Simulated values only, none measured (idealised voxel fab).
Name of the process module below: voxel self aligned contacts
Shown is cross-section cut, with a width of 170 nm and square cells of size 5 nm.
We lay out every cross-section as a grid of square cells and spell it out in bands from the top down, where one band means one or more rows of cells. Within each band entry, the heights of the top and of the bottom of the band appear first, in that order and in nm; the materials of the band then follow from left to right, each with its corresponding width in nm. The designation "all across" on a single material indicates that it fills the band from edge to edge; the designation "air" indicates empty space. Where do heights start? At 0: under that level the wafer as delivered is made of one material only. And the lowest band has no floor; it just carries on downward, as in "0 nm and below". Top row gets the first number, bottom row gets the second, and each row in between changes by the same step: that is how a band width like "30 to 40" works. Step note "no modifications" = no cross-section cell changed. Listed in "Unvented voids": every empty space of 8 or more cells without an open way to the top. Form: width x height at distance, the distance being from the left edge, all in nm. If you see something after the settings on a step's line, that's the simulator's own remark about that step. Regarding "overlay nm": on a step with a mask, it is the distance the mask lay to the right of its planned place; a negative value places it to the left.
-- The process steps that were planned are listed below
step 1: RECEIVE | material Si
step 2: CONFORMAL_DEP | material SiO2 | thk nm 5
step 3: DIRECTIONAL_DEP | material polySi | thk nm 25
step 4: DIRECTIONAL_DEP | material SiN | thk nm 20
step 5: PATTERN | tone cover | mask id GATE | material resist | width nm 25 | pitch nm 60 | thk nm 20 | overlay nm 0
step 6: DIRECTIONAL_ETCH | etch materials SiN | depth nm 20
step 7: DIRECTIONAL_ETCH | etch materials polySi | depth nm 25
step 8: STRIP | etch materials resist
step 9: CONFORMAL_DEP | material SiN | thk nm 5
step 10: DIRECTIONAL_ETCH | etch materials SiN | depth nm 5
step 11: FILL_DEP | material SiO2 | thk nm 15
step 12: CMP | height nm 55
step 13: DIRECTIONAL_DEP | material aC | thk nm 10
step 14: PATTERN | tone open | mask id CONTACT | material resist | width nm 45 | thk nm 25 | overlay nm 0
step 15: DIRECTIONAL_ETCH | etch materials aC | depth nm 10
step 16: STRIP | etch materials resist
step 17: DIRECTIONAL_ETCH | etch materials SiO2 | depth nm 55
step 18: STRIP | etch materials aC
step 19: CONFORMAL_DEP | material TiN | thk nm 5
step 20: FILL_DEP | material Ru | thk nm 5
step 21: CMP | height nm 55
step 22: CONFORMAL_DEP | material SiCN | thk nm 5
-- So, the first of our two wafers, run just as we planned it
-- Delivered wafer in cross-section: state after step 1
	0 nm and below  Si all across
	Unvented voids: none
-- Wafer xsec, post step 2
	5 nm to 0 nm  SiO2 all across
	Heights below 0 show no change.
-- Wafer xsec, post step 3
	30 nm to 5 nm  polySi all across
	Heights below 5 show no change.
-- Wafer xsec, post step 4
	50 nm to 30 nm  SiN all across
	Heights below 30 show no change.
-- Wafer xsec, post step 5
	70 nm to 50 nm  air 40 nm | resist 25 nm | air 35 nm | resist 25 nm | air 45 nm
	Heights below 50 show no change.
-- Wafer xsec, post step 6
	70 nm to 50 nm  air 40 nm | resist 25 nm | air 35 nm | resist 25 nm | air 45 nm
	50 nm to 30 nm  air 40 nm | SiN 25 nm | air 35 nm | SiN 25 nm | air 45 nm
	Heights below 30 show no change.
-- Wafer xsec, post step 7
	70 nm to 50 nm  air 40 nm | resist 25 nm | air 35 nm | resist 25 nm | air 45 nm
	50 nm to 30 nm  air 40 nm | SiN 25 nm | air 35 nm | SiN 25 nm | air 45 nm
	30 nm to 5 nm  air 40 nm | polySi 25 nm | air 35 nm | polySi 25 nm | air 45 nm
	Heights below 5 show no change.
-- Wafer xsec, post step 8
	50 nm to 30 nm  air 40 nm | SiN 25 nm | air 35 nm | SiN 25 nm | air 45 nm
	Heights below 30 show no change.
-- Wafer xsec, post step 9
	55 nm to 30 nm  air 35 nm | SiN 35 nm | air 25 nm | SiN 35 nm | air 40 nm
	30 nm to 10 nm  air 35 nm | SiN 5 nm | polySi 25 nm | SiN 5 nm | air 25 nm | SiN 5 nm | polySi 25 nm | SiN 5 nm | air 40 nm
	10 nm to 5 nm  SiN 40 nm | polySi 25 nm | SiN 35 nm | polySi 25 nm | SiN 45 nm
	Heights below 5 show no change.
-- Wafer xsec, post step 10
	50 nm to 30 nm  air 35 nm | SiN 35 nm | air 25 nm | SiN 35 nm | air 40 nm
	30 nm to 5 nm  air 35 nm | SiN 5 nm | polySi 25 nm | SiN 5 nm | air 25 nm | SiN 5 nm | polySi 25 nm | SiN 5 nm | air 40 nm
	Heights below 5 show no change.
-- Wafer xsec, post step 11
	65 nm to 50 nm  SiO2 all across
	50 nm to 30 nm  SiO2 35 nm | SiN 35 nm | SiO2 25 nm | SiN 35 nm | SiO2 40 nm
	30 nm to 5 nm  SiO2 35 nm | SiN 5 nm | polySi 25 nm | SiN 5 nm | SiO2 25 nm | SiN 5 nm | polySi 25 nm | SiN 5 nm | SiO2 40 nm
	Heights below 5 show no change.
-- Wafer xsec, post step 12
	55 nm to 50 nm  SiO2 all across
	Heights below 50 show no change.
-- Wafer xsec, post step 13
	65 nm to 55 nm  aC all across
	Heights below 55 show no change.
-- Wafer xsec, post step 14
	90 nm to 65 nm  resist 60 nm | air 45 nm | resist 65 nm
	Heights below 65 show no change.
-- Wafer xsec, post step 15
	80 nm to 65 nm  resist 60 nm | air 45 nm | resist 65 nm
	65 nm to 55 nm  aC 60 nm | air 45 nm | aC 65 nm
	Heights below 55 show no change.
-- Wafer xsec, post step 16
	65 nm to 55 nm  aC 60 nm | air 45 nm | aC 65 nm
	Heights below 55 show no change.
-- Wafer xsec, post step 17
	65 nm to 55 nm  aC 60 nm | air 45 nm | aC 65 nm
	55 nm to 50 nm  SiO2 60 nm | air 45 nm | SiO2 65 nm
	50 nm to 30 nm  SiO2 35 nm | SiN 35 nm | air 25 nm | SiN 35 nm | SiO2 40 nm
	30 nm to 5 nm  SiO2 35 nm | SiN 5 nm | polySi 25 nm | SiN 5 nm | air 25 nm | SiN 5 nm | polySi 25 nm | SiN 5 nm | SiO2 40 nm
	5 nm to 0 nm  SiO2 70 nm | air 25 nm | SiO2 75 nm
	Heights below 0 show no change.
-- Wafer xsec, post step 18
	55 nm to 50 nm  SiO2 60 nm | air 45 nm | SiO2 65 nm
	Heights below 50 show no change.
-- Wafer xsec, post step 19
	60 nm to 55 nm  TiN 65 nm | air 35 nm | TiN 70 nm
	55 nm to 50 nm  SiO2 60 nm | TiN 15 nm | air 15 nm | TiN 15 nm | SiO2 65 nm
	50 nm to 30 nm  SiO2 35 nm | SiN 35 nm | TiN 5 nm | air 15 nm | TiN 5 nm | SiN 35 nm | SiO2 40 nm
	30 nm to 5 nm  SiO2 35 nm | SiN 5 nm | polySi 25 nm | SiN 5 nm | TiN 5 nm | air 15 nm | TiN 5 nm | SiN 5 nm | polySi 25 nm | SiN 5 nm | SiO2 40 nm
	5 nm to 0 nm  SiO2 70 nm | TiN 25 nm | SiO2 75 nm
	Heights below 0 show no change.
-- Wafer xsec, post step 20
	65 nm to 60 nm  Ru all across
	60 nm to 55 nm  TiN 65 nm | Ru 35 nm | TiN 70 nm
	55 nm to 50 nm  SiO2 60 nm | TiN 15 nm | Ru 15 nm | TiN 15 nm | SiO2 65 nm
	50 nm to 30 nm  SiO2 35 nm | SiN 35 nm | TiN 5 nm | Ru 15 nm | TiN 5 nm | SiN 35 nm | SiO2 40 nm
	30 nm to 5 nm  SiO2 35 nm | SiN 5 nm | polySi 25 nm | SiN 5 nm | TiN 5 nm | Ru 15 nm | TiN 5 nm | SiN 5 nm | polySi 25 nm | SiN 5 nm | SiO2 40 nm
	Heights below 5 show no change.
-- Wafer xsec, post step 21
	55 nm to 50 nm  SiO2 60 nm | TiN 15 nm | Ru 15 nm | TiN 15 nm | SiO2 65 nm
	Heights below 50 show no change.
-- Wafer xsec, post step 22
	60 nm to 55 nm  SiCN all across
	Heights below 55 show no change.
-- Second wafer. Start and plan as for the first. One mistake made in running. Agrees with the first up to and including step 6
-- Cross-section, second wafer, at the end time the plan gives for step 7
	70 nm to 50 nm  air 40 nm | resist 25 nm | air 35 nm | resist 25 nm | air 45 nm
	50 nm to 30 nm  air 40 nm | SiN 25 nm | air 35 nm | SiN 25 nm | air 45 nm
	30 nm to 10 nm  air 40 nm | polySi 25 nm | air 35 nm | polySi 25 nm | air 45 nm
	Heights below 10 show no change.
-- Cross-section, second wafer, at the end time the plan gives for step 8
	50 nm to 30 nm  air 40 nm | SiN 25 nm | air 35 nm | SiN 25 nm | air 45 nm
	Heights below 30 show no change.
-- Cross-section, second wafer, at the end time the plan gives for step 9
	55 nm to 30 nm  air 35 nm | SiN 35 nm | air 25 nm | SiN 35 nm | air 40 nm
	30 nm to 15 nm  air 35 nm | SiN 5 nm | polySi 25 nm | SiN 5 nm | air 25 nm | SiN 5 nm | polySi 25 nm | SiN 5 nm | air 40 nm
	15 nm to 10 nm  SiN 40 nm | polySi 25 nm | SiN 35 nm | polySi 25 nm | SiN 45 nm
	Heights below 10 show no change.
-- Cross-section, second wafer, at the end time the plan gives for step 10
	50 nm to 30 nm  air 35 nm | SiN 35 nm | air 25 nm | SiN 35 nm | air 40 nm
	30 nm to 10 nm  air 35 nm | SiN 5 nm | polySi 25 nm | SiN 5 nm | air 25 nm | SiN 5 nm | polySi 25 nm | SiN 5 nm | air 40 nm
	Heights below 10 show no change.
-- Cross-section, second wafer, at the end time the plan gives for step 11
	65 nm to 50 nm  SiO2 all across
	50 nm to 30 nm  SiO2 35 nm | SiN 35 nm | SiO2 25 nm | SiN 35 nm | SiO2 40 nm
	30 nm to 10 nm  SiO2 35 nm | SiN 5 nm | polySi 25 nm | SiN 5 nm | SiO2 25 nm | SiN 5 nm | polySi 25 nm | SiN 5 nm | SiO2 40 nm
	Heights below 10 show no change.
-- Cross-section, second wafer, at the end time the plan gives for step 12
	55 nm to 50 nm  SiO2 all across
	Heights below 50 show no change.
-- Cross-section, second wafer, at the end time the plan gives for step 13
	65 nm to 55 nm  aC all across
	Heights below 55 show no change.
-- Cross-section, second wafer, at the end time the plan gives for step 14
	90 nm to 65 nm  resist 60 nm | air 45 nm | resist 65 nm
	Heights below 65 show no change.
-- Cross-section, second wafer, at the end time the plan gives for step 15
	80 nm to 65 nm  resist 60 nm | air 45 nm | resist 65 nm
	65 nm to 55 nm  aC 60 nm | air 45 nm | aC 65 nm
	Heights below 55 show no change.
-- Cross-section, second wafer, at the end time the plan gives for step 16
	65 nm to 55 nm  aC 60 nm | air 45 nm | aC 65 nm
	Heights below 55 show no change.
-- Cross-section, second wafer, at the end time the plan gives for step 17
	65 nm to 55 nm  aC 60 nm | air 45 nm | aC 65 nm
	55 nm to 50 nm  SiO2 60 nm | air 45 nm | SiO2 65 nm
	50 nm to 30 nm  SiO2 35 nm | SiN 35 nm | air 25 nm | SiN 35 nm | SiO2 40 nm
	30 nm to 10 nm  SiO2 35 nm | SiN 5 nm | polySi 25 nm | SiN 5 nm | air 25 nm | SiN 5 nm | polySi 25 nm | SiN 5 nm | SiO2 40 nm
	Heights below 10 show no change.
-- Cross-section, second wafer, at the end time the plan gives for step 18
	55 nm to 50 nm  SiO2 60 nm | air 45 nm | SiO2 65 nm
	Heights below 50 show no change.
-- Cross-section, second wafer, at the end time the plan gives for step 19
	60 nm to 55 nm  TiN 65 nm | air 35 nm | TiN 70 nm
	55 nm to 50 nm  SiO2 60 nm | TiN 15 nm | air 15 nm | TiN 15 nm | SiO2 65 nm
	50 nm to 30 nm  SiO2 35 nm | SiN 35 nm | TiN 5 nm | air 15 nm | TiN 5 nm | SiN 35 nm | SiO2 40 nm
	30 nm to 15 nm  SiO2 35 nm | SiN 5 nm | polySi 25 nm | SiN 5 nm | TiN 5 nm | air 15 nm | TiN 5 nm | SiN 5 nm | polySi 25 nm | SiN 5 nm | SiO2 40 nm
	15 nm to 10 nm  SiO2 35 nm | SiN 5 nm | polySi 25 nm | SiN 5 nm | TiN 25 nm | SiN 5 nm | polySi 25 nm | SiN 5 nm | SiO2 40 nm
	Heights below 10 show no change.
-- Cross-section, second wafer, at the end time the plan gives for step 20
	65 nm to 60 nm  Ru all across
	60 nm to 55 nm  TiN 65 nm | Ru 35 nm | TiN 70 nm
	55 nm to 50 nm  SiO2 60 nm | TiN 15 nm | Ru 15 nm | TiN 15 nm | SiO2 65 nm
	50 nm to 30 nm  SiO2 35 nm | SiN 35 nm | TiN 5 nm | Ru 15 nm | TiN 5 nm | SiN 35 nm | SiO2 40 nm
	30 nm to 15 nm  SiO2 35 nm | SiN 5 nm | polySi 25 nm | SiN 5 nm | TiN 5 nm | Ru 15 nm | TiN 5 nm | SiN 5 nm | polySi 25 nm | SiN 5 nm | SiO2 40 nm
	Heights below 15 show no change.
-- Cross-section, second wafer, at the end time the plan gives for step 21
	55 nm to 50 nm  SiO2 60 nm | TiN 15 nm | Ru 15 nm | TiN 15 nm | SiO2 65 nm
	Heights below 50 show no change.
-- Cross-section, second wafer, at the end time the plan gives for step 22
	60 nm to 55 nm  SiCN all across
	Heights below 55 show no change.
Which mistake was made when the wafer was run? the process deviated at step 7: the operation and settings actually run there were DIRECTIONAL_ETCH | etch materials polySi | depth nm 20
The final cell counts differ between the wafers, with the second having more or fewer of some materials than the first: Ru -6; SiN -4; SiO2 -10; TiN -4; polySi +24
